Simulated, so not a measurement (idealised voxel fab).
A process module follows: voxel self aligned vias.
The cross-section shown here is cut; it is 220 nm wide and divided into square cells measuring 5 nm on a side.
Reading order for cross-sections: top band down to bottom band. Underlying form: a grid of square cells. Band size: one or more rows of cells.
First you get the band's top height and its bottom height, in nm, and then the materials it's made of, left to right, with each width in nm. If you see a single material with "everywhere", that one covers the band edge to edge. "air" is empty space.
Beneath 0, the wafer as received is one material, and that level is where height counting begins. The lowest band goes on downward without a bottom; it is written like "0..down".
A width such as "30..40" changes by the same amount from each row of cells to the next, from the band's top row to its bottom row.
For the purposes of this document, the phrase "nothing changed" attached to a step denotes that no cell within the cross-section was modified by that step.
The entry "Closed cavities" lists the empty spaces that cover at least 8 cells and have no open path to the top. Each is written as width x height at distance, where the distance is measured from the left edge and all three values are in nm.
That trailing text on a step's line, after the settings, is the simulator's own remark on the step.
"overlay nm" denotes, for a step that has a mask, the displacement of the mask to the right of its planned place, with negative values corresponding to the left.

Steps in the process plan
1,RECEIVE,material Si
2,CONFORMAL_DEP,material SiO2,thk nm 10
3,CONFORMAL_DEP,material SiCN,thk nm 5
4,DIRECTIONAL_DEP,material lowk,thk nm 20
5,PATTERN,tone open,mask id LINES,material resist,width nm 25,pitch nm 70,thk nm 20,overlay nm 0
6,DIRECTIONAL_ETCH,etch materials lowk,depth nm 20
7,STRIP,etch materials resist
8,CONFORMAL_DEP,material TiN,thk nm 5
9,FILL_DEP,material Ru,thk nm 5
10,CMP,height nm 35
11,SELECTIVE_ETCH,etch materials W Ru TiN,depth nm 10
12,FILL_DEP,material SiN,thk nm 5
13,CMP,height nm 35
14,DIRECTIONAL_DEP,material lowk,thk nm 20
15,DIRECTIONAL_DEP,material aC,thk nm 10
16,PATTERN,tone open,mask id VIAS,material resist,width nm 45,pitch nm 70,thk nm 25,overlay nm 0
17,DIRECTIONAL_ETCH,etch materials aC,depth nm 5
18,STRIP,etch materials resist
19,DIRECTIONAL_ETCH,etch materials lowk,depth nm 20
20,DIRECTIONAL_ETCH,etch materials SiN,depth nm 10
21,STRIP,etch materials aC
22,CONFORMAL_DEP,material TiN,thk nm 5
23,FILL_DEP,material Ru,thk nm 10
24,CMP,height nm 55
25,CONFORMAL_DEP,material SiCN,thk nm 5
Across this set of wafers, the varied parameter is the depth nm of step 17. Starting conditions are identical for every wafer, and the plan reports the value assigned to the first wafer.

Incoming state of the first of several wafers in cross-section: after step 1
	0..down | Si everywhere
	Closed cavities: none

End of the module, past its last step, step 25: how the first of several wafers looks in cross-section
	60..55 | SiCN everywhere
	55..35 | lowk everywhere
	35..25 | lowk: 60  SiN: 25  lowk: 45  SiN: 25  lowk: 65
	25..20 | lowk: 60  TiN: 5  Ru: 15  TiN: 5  lowk: 45  TiN: 5  Ru: 15  TiN: 5  lowk: 65
	20..15 | lowk: 60  TiN: 25  lowk: 45  TiN: 25  lowk: 65
	15..10 | SiCN everywhere
	10..0 | SiO2 everywhere
	0..down | Si everywhere
	Closed cavities: none

Cross-section, module end, final of several wafers
	60..55 | SiCN everywhere
	55..40 | lowk: 50  TiN: 5  Ru: 35  TiN: 5  lowk: 25  TiN: 5  Ru: 35  TiN: 5  lowk: 55
	40..30 | lowk: 50..60  TiN: 15..5  Ru: 15  TiN: 15..5  lowk: 25..45  TiN: 15..5  Ru: 15  TiN: 15..5  lowk: 55..65
	30..25 | lowk: 60  TiN: 25  lowk: 45  TiN: 25  lowk: 65
	25..20 | lowk: 60  TiN: 5  Ru: 15  TiN: 5  lowk: 45  TiN: 5  Ru: 15  TiN: 5  lowk: 65
	20..15 | lowk: 60  TiN: 25  lowk: 45  TiN: 25  lowk: 65
	15..10 | SiCN everywhere
	10..0 | SiO2 everywhere
	0..down | Si everywhere
	Closed cavities: none

Below: a row per wafer. Contents at end of module: for every material, cells gained since receipt (+) or lost since receipt (-); then closed voids
depth nm 5, +6 Ru, +88 SiCN, +20 SiN, +88 SiO2, +14 TiN, +312 lowk, Closed cavities: none
depth nm 10, +60 Ru, +88 SiCN, +88 SiO2, +52 TiN, +240 lowk, Closed cavities: none
depth nm 15, +60 Ru, +88 SiCN, +88 SiO2, +52 TiN, +240 lowk, Closed cavities: none
depth nm 20, +60 Ru, +88 SiCN, +88 SiO2, +52 TiN, +240 lowk, Closed cavities: none
depth nm 25, +60 Ru, +88 SiCN, +88 SiO2, +52 TiN, +240 lowk, Closed cavities: none
